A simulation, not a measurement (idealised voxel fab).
process module | voxel self aligned contacts
cross-section cut | 235 nm wide | cells 5 nm
This document writes a cross-section as a grid whose cells are square, and gives it as bands, listed from the top down; one or more rows of cells form a band.
A band entry consists of two parts. The first gives the height of the band's top and the height of its bottom, in nm. The rest lists the band's materials from left to right, each with its width in nm. A single material labelled with the word "full width" fills the band from edge to edge, and the word "empty" marks empty space.
Convention: height 0 is the level below which the wafer, as received, is all one material. The lowest band does not terminate at the bottom but continues downward, represented as "0 -> down".
It should be noted that a width expressed as "30->40" varies in equal increments from row to row of cells within the band, taking the value of the first number at the top row and that of the second number at the bottom row.
When a step is marked "same as before", none of the cells in the cross-section changed during that step.
Under "Closed empty spaces" you'll find the enclosed gaps, the ones with no way out to the top, that are 8 cells or bigger; each reads width x height at distance, with distance counted from the left edge, everything in nm.
Formally, on a step line, whatever follows the settings is a remark that the simulator itself makes on the step.
overlay nm: mask offset rightward from planned place, masked step; negative means leftward offset.
Below is the list of planned process steps:
1: RECEIVE | material Si
2: CONFORMAL_DEP | material SiO2 | thk nm 5
3: DIRECTIONAL_DEP | material polySi | thk nm 30
4: DIRECTIONAL_DEP | material SiN | thk nm 20
5: DIRECTIONAL_DEP | material aC | thk nm 10
6: PATTERN | tone cover | mask id GATE | material resist | width nm 30 | pitch nm 65 | thk nm 25 | overlay nm 0
7: DIRECTIONAL_ETCH | etch materials aC | depth nm 10
8: STRIP | etch materials resist
9: DIRECTIONAL_ETCH | etch materials SiN | depth nm 20
10: DIRECTIONAL_ETCH | etch materials polySi | depth nm 30
11: STRIP | etch materials aC
12: CONFORMAL_DEP | material SiN | thk nm 10
13: DIRECTIONAL_ETCH | etch materials SiN | depth nm 10
14: FILL_DEP | material SiO2 | thk nm 15
15: CMP | height nm 65
16: PATTERN | tone open | mask id CONTACT | material resist | width nm 45 | thk nm 20 | overlay nm 0
17: DIRECTIONAL_ETCH | etch materials SiO2 | depth nm 65
18: STRIP | etch materials resist
19: CONFORMAL_DEP | material TiN | thk nm 5
20: FILL_DEP | material Ru | thk nm 5
21: CMP | height nm 65
22: CONFORMAL_DEP | material SiN | thk nm 5
Cross-section, incoming material, after step 1:
  0 -> down  Si full width
  Closed empty spaces: none
Looking at the first of two wafers in cross-section at end of module - ran to plan:
  70 -> 65  SiN full width
  65 -> 55  95 SiO2 | 5->20 TiN | 35->5 Ru | 5->20 TiN | 95 SiO2
  55 -> 35  60 SiO2 | 50 SiN | 5 TiN | 5 Ru | 5 TiN | 50 SiN | 60 SiO2
  35 -> 5  60 SiO2 | 10 SiN | 30 polySi | 10 SiN | 5 TiN | 5 Ru | 5 TiN | 10 SiN | 30 polySi | 10 SiN | 60 SiO2
  5 -> 0  110 SiO2 | 15 TiN | 110 SiO2
  0 -> down  Si full width
  Closed empty spaces: none
Second of two wafers, module complete, sectioned: it shares the first wafer's start and plan but was run with one mistake:
  70 -> 65  SiN full width
  65 -> 55  95 SiO2 | 5->20 TiN | 35->5 Ru | 5->20 TiN | 95 SiO2
  55 -> 35  60 SiO2 | 50 SiN | 5 TiN | 5 Ru | 5 TiN | 50 SiN | 60 SiO2
  35 -> 30  110 SiO2 | 15 TiN | 110 SiO2
  30 -> 0  polySi full width
  0 -> down  Si full width
  Closed empty spaces: none
Short version of what went wrong: the executed order of steps 2 and 3 is the reverse of that specified in the plan, each step having taken the other's position
The final cell counts differ between the wafers, with the second having more or fewer of some materials than the first: Ru: 6 fewer | SiN: 48 fewer | SiO2: 144 fewer | TiN: 12 fewer | polySi: 210 more
